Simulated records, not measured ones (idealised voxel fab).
This is a process module. Its name is voxel wiring stack.
Cross-section cut spans 155 nm and uses square cells 5 nm in size.
Heads up, the way a cross-section reads in here is a grid of square cells, handed over as bands from the top down, with every band being one or more rows of cells. The entry gives the band's vertical extent as a top height and a bottom height in nm, then its horizontal make-up as materials from left to right, each with a width in nm. "empty" stands for empty space; a single material marked "all across" fills the band edge to edge. Heads up on the height convention: 0 is the point under which the incoming wafer is all one material, and the lowest band has no bottom, it just keeps going down, like "0 down". The notation "30->40" denotes a width that varies across the rows of cells in the band, beginning at the first number in the top row, finishing at the second number in the bottom row, and changing by an identical amount from each row to the next. A step reported as "no alteration" is a step in which no cell of the cross-section changed. "Enclosed void entries": empty spaces of 8 cells or more with no open way to the top, each given as width x height at distance, distance from the left edge, all in nm. Whatever follows a step's settings on its line is a remark the simulator itself makes about that step. A step line may carry the setting "overlay nm", which, for steps involving a mask, states the distance by which the mask lay to the right of its intended position; negative values denote displacement to the left.
[So here's the lineup of process steps we planned]
1) RECEIVE with material Si
2) CONFORMAL_DEP with material SiO2, thk nm 15
3) CONFORMAL_DEP with material SiCN, thk nm 5
4) DIRECTIONAL_DEP with material lowk, thk nm 20
5) PATTERN with tone open, mask id METAL_1, material resist, width nm 20, pitch nm 40, thk nm 20, overlay nm 0
6) DIRECTIONAL_ETCH with etch materials lowk, depth nm 20
7) DIRECTIONAL_ETCH with etch materials SiCN, depth nm 5
8) STRIP with etch materials resist
9) CONFORMAL_DEP with material TiN, thk nm 5
10) FILL_DEP with material W, thk nm 10
11) CMP with height nm 40
12) CONFORMAL_DEP with material SiCN, thk nm 5
13) DIRECTIONAL_DEP with material lowk, thk nm 15
14) MASKED_ETCH with tone open, mask id PLUG_1, width nm 15, pitch nm 40, etch materials lowk, depth nm 15, overlay nm 0
15) MASKED_ETCH with tone open, mask id PLUG_1, width nm 15, pitch nm 40, etch materials SiCN, depth nm 5, overlay nm 0
16) EPI with material Ru, thk nm 10
17) EPI with material Ru, thk nm 10
18) CONFORMAL_DEP with material SiCN, thk nm 5
19) DIRECTIONAL_DEP with material SiO2, thk nm 25
20) DIRECTIONAL_DEP with material aC, thk nm 10
21) PATTERN with tone open, mask id METAL_2, material resist, width nm 20, pitch nm 40, thk nm 25, overlay nm 0
22) DIRECTIONAL_ETCH with etch materials aC, depth nm 10
23) STRIP with etch materials resist
24) DIRECTIONAL_ETCH with etch materials SiO2, depth nm 25
25) DIRECTIONAL_ETCH with etch materials SiCN, depth nm 5
26) STRIP with etch materials aC
27) CONFORMAL_DEP with material TiN, thk nm 5
28) FILL_DEP with material W, thk nm 10
29) CMP with height nm 90
30) CONFORMAL_DEP with material SiCN, thk nm 5
31) DIRECTIONAL_DEP with material SiO2, thk nm 15
32) MASKED_ETCH with tone open, mask id PLUG_2, width nm 15, pitch nm 40, etch materials SiO2, depth nm 15, overlay nm 0
33) MASKED_ETCH with tone open, mask id PLUG_2, width nm 15, pitch nm 40, etch materials SiCN, depth nm 5, overlay nm 0
34) EPI with material Ru, thk nm 10
35) EPI with material Ru, thk nm 10
36) CONFORMAL_DEP with material SiCN, thk nm 5
37) DIRECTIONAL_DEP with material lowk, thk nm 15
38) DIRECTIONAL_DEP with material aC, thk nm 10
39) PATTERN with tone open, mask id METAL_3, material resist, width nm 20, pitch nm 40, thk nm 30, overlay nm 0
40) DIRECTIONAL_ETCH with etch materials aC, depth nm 10
41) STRIP with etch materials resist
42) DIRECTIONAL_ETCH with etch materials lowk, depth nm 15
43) DIRECTIONAL_ETCH with etch materials SiCN, depth nm 5
44) STRIP with etch materials aC
45) CONFORMAL_DEP with material TiN, thk nm 5
46) FILL_DEP with material Cu, thk nm 5
47) CMP with height nm 130
48) EPI with material Ru, thk nm 5
49) FILL_DEP with material SiCN, thk nm 5
[Cross-section of the wafer upon arrival, representing the state reached after step 1]
> 0 down | Si all across
> Enclosed void entries: none
[What the wafer looks like in cross-section after this module, when it starts as shown above and follows the plan above but one mistake is made in running it]
> 140 to 135 | SiCN all across
> 135 to 130 | SiCN 20  Ru 30  SiCN 10  Ru 30  SiCN 10  Ru 30  SiCN 25
> 130 to 125 | SiCN 25  TiN 20  SiCN 20  TiN 20  SiCN 20  TiN 20  SiCN 30
> 125 to 110 | SiO2 25  SiCN 5  TiN 5  SiCN 5  SiO2 25  SiCN 5  TiN 5  SiCN 5  SiO2 25  SiCN 5  TiN 5  SiCN 5  SiO2 35
> 110 to 95 | SiO2 all across
> 95 to 90 | SiCN all across
> 90 to 65 | SiO2 25  TiN 5  W 10  TiN 5  SiO2 20  TiN 5  W 10  TiN 5  SiO2 20  TiN 5  W 10  TiN 5  SiO2 30
> 65 to 60 | SiCN 25  TiN 20  SiCN 20  TiN 20  SiCN 20  TiN 20  SiCN 30
> 60 to 45 | lowk 25  Ru 15  lowk 25  Ru 15  lowk 25  Ru 15  lowk 35
> 45 to 40 | SiCN 25  Ru 15  SiCN 25  Ru 15  SiCN 25  Ru 15  SiCN 35
> 40 to 20 | lowk 25  TiN 5  W 10  TiN 5  lowk 20  TiN 5  W 10  TiN 5  lowk 20  TiN 5  W 10  TiN 5  lowk 30
> 20 to 15 | SiCN 25  TiN 20  SiCN 20  TiN 20  SiCN 20  TiN 20  SiCN 30
> 15 to 0 | SiO2 all across
> 0 down | Si all across
> Enclosed void entries: none
The plan and the run diverged here: plan step 31 was conducted twice
